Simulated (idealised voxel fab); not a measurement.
process module | voxel gate over fins
cross-section cut | 255 nm wide | cells 5 nm
A cross-section is a grid of square cells, given in bands from the top down. A band is one or more rows of cells.
Each band's line starts with the height of the band's top and of its bottom, in nm. Then come its materials from left to right, each with its width in nm. One material with "throughout" fills the band from edge to edge. "air" is empty space.
Height 0 is the level under which the wafer as received is all one material. The lowest band goes on downwards, as in "0 down".
A width such as "30 to 40" changes by the same amount from each row of cells to the next, from the band's top row to its bottom row.
"no change" after a step means that no cell of the cross-section changed.
closed voids: empty space of 8 cells or more with no open way to the top, each as width x height at its distance from the left edge, in nm
after a step's settings: what the simulator itself notes on the step
overlay nm, on a step with a mask: how far to the right of its planned place the mask lay; to the left if negative
plan
1 op RECEIVE | material Si
2 op CONFORMAL_DEP | material SiN | thk nm 5
3 op DIRECTIONAL_DEP | material aC | thk nm 15
4 op PATTERN | tone cover | mask id FINS | material resist | width nm 15 | pitch nm 50 | thk nm 30 | overlay nm 0
5 op DIRECTIONAL_ETCH | etch materials aC | depth nm 15
6 op STRIP | etch materials resist
7 op DIRECTIONAL_ETCH | etch materials SiN | depth nm 5
8 op DIRECTIONAL_ETCH | etch materials Si | depth nm 40
9 op STRIP | etch materials aC
10 op OXIDIZE | depth nm 5
11 op FILL_DEP | material SiO2 | thk nm 15
12 op CMP | height nm 5
13 op PATTERN | tone open | mask id RAIL | material resist | width nm 15 | thk nm 15 | overlay nm 0
14 op DIRECTIONAL_ETCH | etch materials SiO2 | depth nm 40
15 op STRIP | etch materials resist
16 op CONFORMAL_DEP | material TiN | thk nm 5
17 op FILL_DEP | material Ru | thk nm 10
18 op CMP | height nm 5
19 op SELECTIVE_ETCH | etch materials W Ru TiN | depth nm 25
20 op FILL_DEP | material SiO2 | thk nm 5
21 op CMP | height nm 5
22 op SELECTIVE_ETCH | etch materials SiO2 | depth nm 15
23 op STRIP | etch materials SiN
24 op CONFORMAL_DEP | material HfO2 | thk nm 5
25 op CONFORMAL_DEP | material TiN | thk nm 5
26 op CONFORMAL_DEP | material TiAl | thk nm 5
27 op CONFORMAL_DEP | material TiN | thk nm 5
28 op FILL_DEP | material W | thk nm 10
29 op CMP | height nm 25
30 op CONFORMAL_DEP | material SiN | thk nm 5
as received, after step 1
  0 down: Si throughout
  closed voids: none
a wafer at the end: this start, this plan, one mistake
  30 to 25: SiN throughout
  25 to 20: W throughout
  20 to 15: W 50 | TiN 155 | W 50
  15 to 10: W 50 | TiN 5 | TiAl 45 | TiN 5 | TiAl 45 | TiN 5 | TiAl 45 | TiN 5 | W 50
  10 to 5: TiN 55 | TiAl 5 | TiN 35 | TiAl 5 | TiN 5 | TiAl 5 | TiN 35 | TiAl 5 | TiN 5 | TiAl 5 | TiN 35 | TiAl 5 | TiN 55
  5 to 0: TiAl 60 | TiN 5 | HfO2 25 | TiN 5 | TiAl 15 | TiN 5 | HfO2 25 | TiN 5 | TiAl 15 | TiN 5 | HfO2 25 | TiN 5 | TiAl 60
  0 to -5: TiN 65 | HfO2 5 | Si 15 | HfO2 5 | TiN 25 | HfO2 5 | Si 15 | HfO2 5 | TiN 25 | HfO2 5 | Si 15 | HfO2 5 | TiN 65
  -5 to -10: HfO2 70 | Si 15 | HfO2 35 | Si 15 | HfO2 35 | Si 15 | HfO2 70
  -10 to -20: SiO2 70 | Si 15 | SiO2 35 | Si 15 | SiO2 35 | Si 15 | SiO2 70
  -20 to -30: SiO2 70 | Si 15 | SiO2 10 | TiN 5 | Ru 5 | TiN 5 | SiO2 10 | Si 15 | SiO2 35 | Si 15 | SiO2 70
  -30 to -35: SiO2 70 | Si 15 | SiO2 10 | TiN 15 | SiO2 10 | Si 15 | SiO2 35 | Si 15 | SiO2 70
  -35 to -45: SiO2 70 | Si 15 | SiO2 35 | Si 15 | SiO2 35 | Si 15 | SiO2 70
  -45 down: Si throughout
  closed voids: none
what went wrong: step 4 ran as: op PATTERN | tone cover | mask id FINS | material resist | width nm 25 | pitch nm 50 | thk nm 30 | overlay nm 0
